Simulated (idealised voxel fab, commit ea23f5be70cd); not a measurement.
process module | voxel ribs on slabs
cross-section cut | 195 nm wide | cells 5 nm
A cross-section is a grid of square cells, given in bands from the top down. A band is one or more rows of cells.
Each band's line starts with the height of the band's top and of its bottom, in nm. Then come its materials from left to right, each with its width in nm. One material with "throughout" fills the band from edge to edge. "air" is empty space.
Height 0 is the level under which the wafer as received is all one material. The lowest band goes on downwards, as in "0 down".
A width such as "30 to 40" changes by the same amount from each row of cells to the next, from the band's top row to its bottom row.
"no change" after a step means that no cell of the cross-section changed.
closed voids: empty space of 8 cells or more with no open way to the top, each as width x height at its distance from the left edge, in nm
after a step's settings: what the simulator itself notes on the step
overlay nm, on a step with a mask: how far to the right of its planned place the mask lay; to the left if negative
plan
1 op RECEIVE | material Si
2 op DIRECTIONAL_DEP | material SiO2 | thk nm 30
3 op DIRECTIONAL_DEP | material SiN | thk nm 25
4 op PATTERN | tone cover | mask id RIB | material resist | width nm 30 | thk nm 15 | overlay nm 0
5 op DIRECTIONAL_ETCH | etch materials SiN | depth nm 15
6 op STRIP | etch materials resist
7 op DIRECTIONAL_DEP | material aC | thk nm 10
8 op PATTERN | tone cover | mask id SLAB | material resist | width nm 70 | thk nm 25 | overlay nm 0
9 op DIRECTIONAL_ETCH | etch materials aC | depth nm 10
10 op STRIP | etch materials resist
11 op DIRECTIONAL_ETCH | etch materials SiN | depth nm 10
12 op STRIP | etch materials aC
13 op FILL_DEP | material SiO2 | thk nm 25
14 op CMP | height nm 70
15 op DIRECTIONAL_DEP | material W | thk nm 10
16 op DIRECTIONAL_DEP | material aC | thk nm 15
17 op PATTERN | tone cover | mask id HEATER | material resist | width nm 40 | thk nm 35 | overlay nm 0
18 op DIRECTIONAL_ETCH | etch materials aC | depth nm 15
19 op STRIP | etch materials resist
20 op DIRECTIONAL_ETCH | etch materials W | depth nm 10
21 op STRIP | etch materials aC
22 op CONFORMAL_DEP | material SiO2 | thk nm 10
as received, after step 1
  0 down: Si throughout
  closed voids: none
a wafer at the end: this start, this plan, one mistake
  90 to 80: air 65 | SiO2 60 | air 70
  80 to 70: SiO2 75 | W 40 | SiO2 80
  70 to 25: SiO2 throughout
  25 to 0: SiN throughout
  0 down: Si throughout
  closed voids: none
what went wrong: steps 2 and 3 were swapped
